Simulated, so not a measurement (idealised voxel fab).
The following process module bears the name voxel transistor to metal.
We display cut, a cross-section 270 nm in width whose square cells are each 5 nm.
When this document writes out a cross-section, it uses a grid of square cells and lists it as bands, beginning at the top and moving down, with a band standing for one or more rows of cells.
The band entry comprises the height of the band's top followed by the height of its bottom, expressed in nm, and subsequently the band's materials from left to right, each stated together with its width in nm. Where a single material is marked with the word "throughout", that material fills the band from edge to edge. The word "air" represents empty space.
Note: height 0 marks the level under which the wafer is uniformly one material as received. Lowest band unbounded below, written "0 and below".
Width spec "30->40" -> top row of cells at first value, bottom row at second value, equal per-row change in between.
The cross-section has no changed cell in any step marked "no modifications".
Closed void catalog: empty space of 8 cells or more with no open way to the top, each as width x height at its distance from the left edge, in nm
That trailing text on a step's line, after the settings, is the simulator's own remark on the step.
"overlay nm" on a masked step: distance the mask lay right of its planned place, negative for left.

### Here's what the planned process steps look like
1 op RECEIVE | material Si
2 op OXIDIZE | depth nm 5
3 op CONFORMAL_DEP | material SiN | thk nm 10
4 op MASKED_ETCH | tone cover | mask id ACTIVE | width nm 110 | pitch nm 130 | etch materials SiN | depth nm 10 | overlay nm 0
5 op MASKED_ETCH | tone cover | mask id ACTIVE | width nm 110 | pitch nm 130 | etch materials SiO2 | depth nm 5 | overlay nm 0
6 op MASKED_ETCH | tone cover | mask id ACTIVE | width nm 110 | pitch nm 130 | etch materials Si | depth nm 20 | overlay nm 0
7 op FILL_DEP | material SiO2 | thk nm 5
8 op CMP | height nm 10
9 op SELECTIVE_ETCH | etch materials SiO2 | depth nm 5
10 op STRIP | etch materials SiN
11 op SELECTIVE_ETCH | etch materials SiO2 | depth nm 5
12 op OXIDIZE | depth nm 5
13 op DIRECTIONAL_DEP | material polySi | thk nm 25
14 op DIRECTIONAL_DEP | material SiCN | thk nm 10
15 op PATTERN | tone cover | mask id GATE | material resist | width nm 20 | pitch nm 130 | thk nm 20 | overlay nm 0
16 op DIRECTIONAL_ETCH | etch materials SiCN | depth nm 20
17 op DIRECTIONAL_ETCH | etch materials polySi | depth nm 35
18 op STRIP | etch materials resist
19 op CONFORMAL_DEP | material SiN | thk nm 5
20 op DIRECTIONAL_ETCH | etch materials SiN | depth nm 5
21 op DIRECTIONAL_ETCH | etch materials SiO2 | depth nm 5
22 op EPI | material SiGe | thk nm 5
23 op FILL_DEP | material SiO2 | thk nm 10
24 op CMP | height nm 30
25 op DIRECTIONAL_DEP | material SiO2 | thk nm 10
26 op PATTERN | tone open | mask id CONTACT | material resist | width nm 30 | thk nm 20 | overlay nm 0
27 op DIRECTIONAL_ETCH | etch materials SiO2 | depth nm 45
28 op STRIP | etch materials resist
29 op CONFORMAL_DEP | material TiN | thk nm 5
30 op FILL_DEP | material Ru | thk nm 10
31 op CMP | height nm 40
32 op DIRECTIONAL_DEP | material TiN | thk nm 5
33 op DIRECTIONAL_DEP | material W | thk nm 15
34 op PATTERN | tone cover | mask id METAL_1 | material resist | width nm 20 | thk nm 15 | overlay nm 0
35 op DIRECTIONAL_ETCH | etch materials W | depth nm 15
36 op DIRECTIONAL_ETCH | etch materials TiN | depth nm 5
37 op STRIP | etch materials resist
38 op CONFORMAL_DEP | material SiN | thk nm 5
39 op FILL_DEP | material SiO2 | thk nm 5
40 op CMP | height nm 60
41 op CONFORMAL_DEP | material SiN | thk nm 5

### Cross-sectional view of the wafer in its as-received condition, corresponding to the state after step 1
0 and below  Si throughout
Closed void catalog: none

### Cross-sectional image of the first of two wafers at the end of the module, the run having proceeded as planned
65 down to 60  SiN throughout
60 down to 45  20 of SiO2  5 of SiN  20 of W  5 of SiN  40 of SiO2  5 of SiN  20 of W  5 of SiN  30 of SiO2  5 of SiN  20 of W  5 of SiN  40 of SiO2  5 of SiN  20 of W  5 of SiN  20 of SiO2
45 down to 40  25 of SiN  20 of TiN  50 of SiN  20 of TiN  40 of SiN  20 of TiN  50 of SiN  20 of TiN  25 of SiN
40 down to 30  25 of SiO2  5 of TiN  20 of Ru  5 of TiN  30 of SiO2  5 of TiN  20 of Ru  5 of TiN  40 of SiO2  5 of TiN  20 of Ru  5 of TiN  30 of SiO2  5 of TiN  20 of Ru  5 of TiN  25 of SiO2
30 down to 20  25 of SiO2  5 of TiN  20 of Ru  5 of TiN  5 of SiN  20 of SiCN  5 of SiN  5 of TiN  20 of Ru  5 of TiN  40 of SiO2  5 of TiN  20 of Ru  5 of TiN  5 of SiN  20 of SiCN  5 of SiN  5 of TiN  20 of Ru  5 of TiN  25 of SiO2
20 down to 0  25 of SiO2  5 of TiN  20 of Ru  5 of TiN  5 of SiN  20 of polySi  5 of SiN  5 of TiN  20 of Ru  5 of TiN  40 of SiO2  5 of TiN  20 of Ru  5 of TiN  5 of SiN  20 of polySi  5 of SiN  5 of TiN  20 of Ru  5 of TiN  25 of SiO2
0 down to -5  10 of SiO2  5 of SiN  10 of SiO2  30 of TiN  5 of SiN  20 of polySi  5 of SiN  30 of TiN  10 of SiO2  5 of SiN  10 of SiO2  5 of SiN  10 of SiO2  30 of TiN  5 of SiN  20 of polySi  5 of SiN  30 of TiN  10 of SiO2  5 of SiN  10 of SiO2
-5 down to -10  15 of SiO2  40 of SiGe  30 of SiO2  40 of SiGe  20 of SiO2  40 of SiGe  30 of SiO2  40 of SiGe  15 of SiO2
-10 down to -25  15 of SiO2  110 of Si  20 of SiO2  110 of Si  15 of SiO2
-25 and below  Si throughout
Closed void catalog: none

### Wafer two (of two), end-of-module cross-section: start = wafer one, plan = wafer one, one run mistake
65 down to 60  SiN throughout
60 down to 45  20 of SiO2  5 of SiN  20 of W  5 of SiN  40 of SiO2  5 of SiN  20 of W  5 of SiN  30 of SiO2  5 of SiN  20 of W  5 of SiN  40 of SiO2  5 of SiN  20 of W  5 of SiN  20 of SiO2
45 down to 40  25 of SiN  20 of TiN  50 of SiN  20 of TiN  40 of SiN  20 of TiN  50 of SiN  20 of TiN  25 of SiN
40 down to 30  20 of SiO2  5 of TiN  30->25 of Ru  5->10 of TiN  20 of SiO2  5->10 of TiN  30->25 of Ru  5 of TiN  30 of SiO2  5 of TiN  30->25 of Ru  5->10 of TiN  20 of SiO2  5->10 of TiN  30->25 of Ru  5 of TiN  20 of SiO2
30 down to 20  20 of SiO2  5 of TiN  25 of Ru  5 of TiN  5 of SiN  20 of SiCN  5 of SiN  5 of TiN  25 of Ru  5 of TiN  30 of SiO2  5 of TiN  25 of Ru  5 of TiN  5 of SiN  20 of SiCN  5 of SiN  5 of TiN  25 of Ru  5 of TiN  20 of SiO2
20 down to 0  20 of SiO2  5 of TiN  25 of Ru  5 of TiN  5 of SiN  20 of polySi  5 of SiN  5 of TiN  25 of Ru  5 of TiN  30 of SiO2  5 of TiN  25 of Ru  5 of TiN  5 of SiN  20 of polySi  5 of SiN  5 of TiN  25 of Ru  5 of TiN  20 of SiO2
0 down to -5  10 of SiO2  5 of SiN  5 of SiO2  35 of TiN  5 of SiN  20 of polySi  5 of SiN  35 of TiN  5 of SiO2  5 of SiN  10 of SiO2  5 of SiN  5 of SiO2  35 of TiN  5 of SiN  20 of polySi  5 of SiN  35 of TiN  5 of SiO2  5 of SiN  10 of SiO2
-5 down to -10  15 of SiO2  40 of SiGe  30 of SiO2  40 of SiGe  20 of SiO2  40 of SiGe  30 of SiO2  40 of SiGe  15 of SiO2
-10 down to -25  15 of SiO2  110 of Si  20 of SiO2  110 of Si  15 of SiO2
-25 and below  Si throughout
Closed void catalog: none
What was the processing mistake? step 26 was run on a setting that differed from the plan, and what really ran there is op PATTERN | tone open | mask id CONTACT | material resist | width nm 40 | thk nm 20 | overlay nm 0
The final cell counts differ between the wafers, with the second having more or fewer of some materials than the first: +36 Ru, -44 SiO2, +8 TiN
